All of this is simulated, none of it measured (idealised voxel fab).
process module | voxel lift off
cross-section cut | 195 nm wide | cells 5 nm
A cross-section is a grid of square cells, given in bands from the top down. A band is one or more rows of cells.
Each band's line starts with the height of the band's top and of its bottom, in nm. Then come its materials from left to right, each with its width in nm. One material with "throughout" fills the band from edge to edge. "air" is empty space.
Height 0 is the level under which the wafer as received is all one material. The lowest band goes on downwards, as in "0 down".
A width such as "30 to 40" changes by the same amount from each row of cells to the next, from the band's top row to its bottom row.
"no change" after a step means that no cell of the cross-section changed.
closed voids: empty space of 8 cells or more with no open way to the top, each as width x height at its distance from the left edge, in nm
after a step's settings: what the simulator itself notes on the step
overlay nm, on a step with a mask: how far to the right of its planned place the mask lay; to the left if negative
plan
1 op RECEIVE | material Si
2 op CONFORMAL_DEP | material SiN | thk nm 5
3 op PATTERN | tone open | mask id LINES | material resist | width nm 20 | pitch nm 50 | thk nm 15 | overlay nm 0
4 op DIRECTIONAL_DEP | material Ru | thk nm 5
5 op STRIP | etch materials resist
6 op CONFORMAL_DEP | material SiO2 | thk nm 10
varied across the wafers: width nm of step 3. The plan shows the first wafer's value. All wafers start alike
first wafer as received, after step 1
  0 down: Si throughout
  closed voids: none
first wafer at the end, after step 6
  20 to 15: air 25 | SiO2 40 | air 10 | SiO2 40 | air 10 | SiO2 40 | air 30
  15 to 10: SiO2 throughout
  10 to 5: SiO2 35 | Ru 20 | SiO2 30 | Ru 20 | SiO2 30 | Ru 20 | SiO2 40
  5 to 0: SiN throughout
  0 down: Si throughout
  closed voids: none
last wafer at the end
  20 to 15: air 20 | SiO2 155 | air 20
  15 to 10: SiO2 throughout
  10 to 5: SiO2 30 | Ru 35 | SiO2 15 | Ru 35 | SiO2 15 | Ru 35 | SiO2 30
  5 to 0: SiN throughout
  0 down: Si throughout
  closed voids: none
each wafer at the end: cells of each material gained (+) or lost (-) since it was received, then its closed voids
width nm 20 | +12 Ru | +39 SiN | +90 SiO2 | closed voids: none
width nm 25 | +15 Ru | +39 SiN | +90 SiO2 | closed voids: none
width nm 30 | +18 Ru | +39 SiN | +90 SiO2 | closed voids: none
width nm 35 | +21 Ru | +39 SiN | +88 SiO2 | closed voids: none
